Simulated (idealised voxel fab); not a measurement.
process module | voxel self aligned vias
Cross-section cut spans 295 nm and uses square cells 5 nm in size.
If you're reading a cross-section in this doc, picture square cells in a grid; it comes to you as bands, top ones listed first down to the bottom, and a band can be one or more rows of cells.
Top height, bottom height, nm. Materials left to right, width each, nm. Single material + "everywhere" = fills band edge to edge. "blank" = empty.
The reference from which all heights are counted is 0, the level beneath which the as-received wafer is entirely one material; the lowest band, having no lower bound, proceeds downward and is written after the example "0..down".
The expression "30 to 40" gives the width at the extremes of the band, the first number at its top row of cells and the second at its bottom row, with the width changing by equal amounts from each row to the next in between.
Given "same as before" for a step, no cell of the cross-section differs between before and after that step.
Empty spaces counting at least 8 cells and having no open way to the top are listed in "Enclosed void list". The notation width x height at distance is used for each, the distance being from the left edge and all three values in nm.
Past the settings on a step's line: simulator remark, on that step.
Regarding "overlay nm": on a step with a mask, it is the distance the mask lay to the right of its planned place; a negative value places it to the left.

-- Intended process steps
1 RECEIVE: material Si
2 CONFORMAL_DEP: material SiO2, thk nm 15
3 CONFORMAL_DEP: material SiCN, thk nm 5
4 DIRECTIONAL_DEP: material SiO2, thk nm 30
5 PATTERN: tone open, mask id LINES, material resist, width nm 25, pitch nm 60, thk nm 20, overlay nm 0
6 DIRECTIONAL_ETCH: etch materials SiO2, depth nm 30
7 STRIP: etch materials resist
8 CONFORMAL_DEP: material TiN, thk nm 5
9 FILL_DEP: material W, thk nm 10
10 CMP: height nm 50
11 SELECTIVE_ETCH: etch materials W Ru TiN, depth nm 5
12 FILL_DEP: material SiN, thk nm 10
13 CMP: height nm 50
14 DIRECTIONAL_DEP: material SiO2, thk nm 15
15 DIRECTIONAL_DEP: material aC, thk nm 15
16 PATTERN: tone open, mask id VIAS, material resist, width nm 35, pitch nm 60, thk nm 30, overlay nm -15
17 DIRECTIONAL_ETCH: etch materials aC, depth nm 15
18 STRIP: etch materials resist
19 DIRECTIONAL_ETCH: etch materials SiO2, depth nm 15
20 DIRECTIONAL_ETCH: etch materials SiN, depth nm 5
21 STRIP: etch materials aC
22 CONFORMAL_DEP: material TiN, thk nm 5
23 FILL_DEP: material Cu, thk nm 10
24 CMP: height nm 65
25 CONFORMAL_DEP: material SiN, thk nm 5
The plan shows the overlay nm of step 16 as the first wafer had it; this setting differs between the wafers, which start out alike.

-- Cross-section of the first incoming wafer of several, state after step 1
* 0..down | Si everywhere
* Enclosed void list: none

-- The table below has one row for each wafer; a row shows, as of the end of the module, how many cells of each material the wafer has gained, marked (+), or lost, marked (-), since it was received, and then the wafer's closed voids
overlay nm -15 | +33 Cu | +59 SiCN | +65 SiN | +555 SiO2 | +78 TiN | +36 W | Enclosed void list: none
overlay nm -10 | +36 Cu | +59 SiCN | +62 SiN | +555 SiO2 | +78 TiN | +36 W | Enclosed void list: none
overlay nm -5 | +39 Cu | +59 SiCN | +59 SiN | +555 SiO2 | +78 TiN | +36 W | Enclosed void list: none
overlay nm 0 | +39 Cu | +59 SiCN | +59 SiN | +555 SiO2 | +78 TiN | +36 W | Enclosed void list: none
overlay nm 5 | +39 Cu | +59 SiCN | +59 SiN | +555 SiO2 | +78 TiN | +36 W | Enclosed void list: none
overlay nm 10 | +36 Cu | +59 SiCN | +62 SiN | +555 SiO2 | +78 TiN | +36 W | Enclosed void list: none
overlay nm 15 | +33 Cu | +59 SiCN | +65 SiN | +555 SiO2 | +78 TiN | +36 W | Enclosed void list: none
